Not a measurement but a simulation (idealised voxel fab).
The document below concerns the process module designated voxel tone inversion.
250 nm wide, 5 nm square cells: that's cross-section cut.
For the purposes of this document, a cross-section shall be understood as a grid of square cells, specified as bands listed in top-to-bottom order, each band consisting of one or more rows of cells.
Basically the band line says how high the top is and how high the bottom is, in nm, and then what's in it from left to right, every material with its width in nm. Empty space shows up as "empty", and if a single material carries "all across" it runs the full band edge to edge.
Height 0 is the level under which the wafer as received is all one material. The lowest band goes on downwards, as in "0 nm and below".
When a width is written as two numbers, as in "30 to 40", the first number is the width in the top row of cells of the band and the second is the width in its bottom row, and the width changes by the same amount from each row to the next.
Basically "changes: none" means that step didn't change any cell in the cross-section.
What "Trapped cavities" gives you is every empty space of 8 cells or more that is cut off from the top. Each appears as width x height at distance, with the distance taken from the left edge and width, height and distance all in nm.
Post-settings text on a step line: simulator's own remark regarding the step.
The "overlay nm" setting may appear on a step's line; for a step that uses a mask, it gives how far to the right of its planned position the mask lay, and a negative value indicates the left.
**Intended process steps**
1) RECEIVE: material Si
2) CONFORMAL_DEP: material SiCN, thk nm 5
3) DIRECTIONAL_DEP: material polySi, thk nm 20
4) PATTERN: tone cover, mask id POSTS, material resist, width nm 25, pitch nm 50, thk nm 25, overlay nm 0
5) DIRECTIONAL_ETCH: etch materials polySi, depth nm 20
6) STRIP: etch materials resist
7) FILL_DEP: material lowk, thk nm 5
8) CMP: height nm 25
9) STRIP: etch materials polySi
10) CONFORMAL_DEP: material TiN, thk nm 5
11) FILL_DEP: material Ru, thk nm 5
12) CMP: height nm 25
13) CONFORMAL_DEP: material SiCN, thk nm 5
**Delivered wafer in cross-section: state after step 1**
0 nm and below = Si all across
Trapped cavities: none
**As-planned run: cross-section of the first of two wafers at end of module**
30 nm to 25 nm = SiCN all across
25 nm to 10 nm = lowk (85), then TiN (5), then Ru (15), then TiN (5), then lowk (25), then TiN (5), then Ru (15), then TiN (5), then lowk (90)
10 nm to 5 nm = lowk (85), then TiN (25), then lowk (25), then TiN (25), then lowk (90)
5 nm to 0 nm = SiCN all across
0 nm and below = Si all across
Trapped cavities: none
**Second wafer through the module, sectioned at the end: same beginning and same plan as the first wafer, with one mistake in carrying it out**
30 nm to 20 nm = SiCN all across
20 nm to 0 nm = polySi all across
0 nm and below = Si all across
Trapped cavities: none
Processing error: steps 2 and 3 swapped
Materials where the second wafer ends with more or fewer cells than the first: 18 fewer of Ru; 22 fewer of TiN; 160 fewer of lowk; 200 more of polySi
